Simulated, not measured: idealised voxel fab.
The process module that follows is named voxel released beams.
The width of the displayed cross-section, cut, is 295 nm; its cells are square, with a size of 5 nm.
For the purposes of this document, a cross-section shall be understood as a grid of square cells, specified as bands listed in top-to-bottom order, each band consisting of one or more rows of cells.
Top height, bottom height, nm. Materials left to right, width each, nm. Single material + "all across" = fills band edge to edge. "blank" = empty.
Note: height 0 marks the level under which the wafer is uniformly one material as received. Lowest band unbounded below, written "from 0 down".
Read "30->40" as a graded width: first number on top, second number at the bottom, same change between each pair of neighbouring rows.
Where a step carries "changes: none", the cross-section came out of it unchanged, cell for cell.
The entry titled "Listed closed voids" provides the empty spaces that have no open way to the top, restricted to those of 8 cells or more. Each is presented as width x height at distance, the distance being measured from the left edge, with all three in nm.
Where a step's line continues beyond its settings, the continuation is a remark by the simulator itself on that step.
"overlay nm", when on a step's line for a step with a mask, measures how far to the right of its planned place the mask lay; a negative measure means to the left.
-- Process steps (planned)
step 1: RECEIVE with material Si
step 2: CONFORMAL_DEP with material SiN, thk nm 5
step 3: DIRECTIONAL_DEP with material SiO2, thk nm 10
step 4: PATTERN with tone open, mask id ANCHOR, material resist, width nm 40, thk nm 20, overlay nm 0
step 5: DIRECTIONAL_ETCH with etch materials SiO2, depth nm 10
step 6: STRIP with etch materials resist
step 7: CONFORMAL_DEP with material TiN, thk nm 15
step 8: DIRECTIONAL_DEP with material aC, thk nm 10
step 9: PATTERN with tone cover, mask id BEAM, material resist, width nm 120, thk nm 25, overlay nm 0
step 10: DIRECTIONAL_ETCH with etch materials aC, depth nm 10
step 11: STRIP with etch materials resist
step 12: DIRECTIONAL_ETCH with etch materials TiN, depth nm 15
step 13: STRIP with etch materials aC
step 14: STRIP with etch materials SiO2
-- First of two wafers: run as planned
-- Step 1 complete: cross-section of the wafer as received
* from 0 down | Si all across
* Listed closed voids: none
-- After step 2: wafer cross-section
* from 5 to 0 | SiN all across
* Nothing below the height 0 has changed.
-- After step 3: wafer cross-section
* from 15 to 5 | SiO2 all across
* Nothing below the height 5 has changed.
-- After step 4: wafer cross-section
* from 35 to 15 | resist 90, blank 40, resist 165
* Nothing below the height 15 has changed.
-- After step 5: wafer cross-section
* from 35 to 15 | resist 90, blank 40, resist 165
* from 15 to 5 | SiO2 90, blank 40, SiO2 165
* Nothing below the height 5 has changed.
-- After step 6: wafer cross-section
* from 15 to 5 | SiO2 90, blank 40, SiO2 165
* Nothing below the height 5 has changed.
-- After step 7: wafer cross-section
* from 30 to 20 | TiN 105, blank 10, TiN 180
* from 20 to 15 | TiN all across
* from 15 to 5 | SiO2 90, TiN 40, SiO2 165
* Nothing below the height 5 has changed.
-- After step 8: wafer cross-section
* from 40 to 30 | aC 105, blank 10, aC 180
* from 30 to 20 | TiN 105, aC 10, TiN 180
* Nothing below the height 20 has changed.
-- After step 9: wafer cross-section
* from 65 to 40 | blank 85, resist 120, blank 90
* from 40 to 30 | aC 105, resist 10, aC 180
* Nothing below the height 30 has changed.
-- After step 10: wafer cross-section
* from 55 to 40 | blank 85, resist 120, blank 90
* from 40 to 30 | blank 85, aC 20, resist 10, aC 90, blank 90
* Nothing below the height 30 has changed.
-- After step 11: wafer cross-section
* from 40 to 30 | blank 85, aC 20, blank 10, aC 90, blank 90
* Nothing below the height 30 has changed.
-- After step 12: wafer cross-section
* from 40 to 30 | blank 85, aC 20, blank 10, aC 90, blank 90
* from 30 to 20 | blank 85, TiN 20, aC 10, TiN 90, blank 90
* from 20 to 15 | blank 85, TiN 120, blank 90
* Nothing below the height 15 has changed.
-- After step 13: wafer cross-section
* from 30 to 20 | blank 85, TiN 20, blank 10, TiN 90, blank 90
* Nothing below the height 20 has changed.
-- After step 14: wafer cross-section
* from 30 to 20 | blank 85, TiN 20, blank 10, TiN 90, blank 90
* from 20 to 15 | blank 85, TiN 120, blank 90
* from 15 to 5 | blank 90, TiN 40, blank 165
* Nothing below the height 5 has changed.
-- Regarding the second of the two wafers: it shared the first wafer's starting condition and process plan, yet one error occurred during its execution. Its history coincides with that of the first wafer up to and including step 1
-- when step 2 should have ended
* from 5 to 0 | aC all across
* Nothing below the height 0 has changed.
-- when step 3 should have ended
* from 15 to 5 | SiO2 all across
* Nothing below the height 5 has changed.
-- when step 4 should have ended
* from 35 to 15 | resist 90, blank 40, resist 165
* Nothing below the height 15 has changed.
-- when step 5 should have ended
* from 35 to 15 | resist 90, blank 40, resist 165
* from 15 to 5 | SiO2 90, blank 40, SiO2 165
* Nothing below the height 5 has changed.
-- when step 6 should have ended
* from 15 to 5 | SiO2 90, blank 40, SiO2 165
* Nothing below the height 5 has changed.
-- when step 7 should have ended
* from 30 to 20 | TiN 105, blank 10, TiN 180
* from 20 to 15 | TiN all across
* from 15 to 5 | SiO2 90, TiN 40, SiO2 165
* Nothing below the height 5 has changed.
-- when step 8 should have ended
* from 40 to 30 | aC 105, blank 10, aC 180
* from 30 to 20 | TiN 105, aC 10, TiN 180
* Nothing below the height 20 has changed.
-- when step 9 should have ended
* from 65 to 40 | blank 85, resist 120, blank 90
* from 40 to 30 | aC 105, resist 10, aC 180
* Nothing below the height 30 has changed.
-- when step 10 should have ended
* from 55 to 40 | blank 85, resist 120, blank 90
* from 40 to 30 | blank 85, aC 20, resist 10, aC 90, blank 90
* Nothing below the height 30 has changed.
-- when step 11 should have ended
* from 40 to 30 | blank 85, aC 20, blank 10, aC 90, blank 90
* Nothing below the height 30 has changed.
-- when step 12 should have ended
* from 40 to 30 | blank 85, aC 20, blank 10, aC 90, blank 90
* from 30 to 20 | blank 85, TiN 20, aC 10, TiN 90, blank 90
* from 20 to 15 | blank 85, TiN 120, blank 90
* Nothing below the height 15 has changed.
-- when step 13 should have ended
* from 30 to 20 | blank 85, TiN 20, blank 10, TiN 90, blank 90
* Nothing below the height 20 has changed.
-- when step 14 should have ended
* from 30 to 20 | blank 85, TiN 20, blank 10, TiN 90, blank 90
* from 20 to 15 | blank 85, TiN 120, blank 90
* from 15 to 5 | blank 90, TiN 40, blank 165
* Nothing below the height 5 has changed.
Nonconformance to the process plan: step 2 was run on a setting that differed from the plan, and what really ran there is CONFORMAL_DEP with material aC, thk nm 5
Per the end-of-run cell counts, the second wafer holds more or fewer of some materials than the first: SiN -59 | aC +59
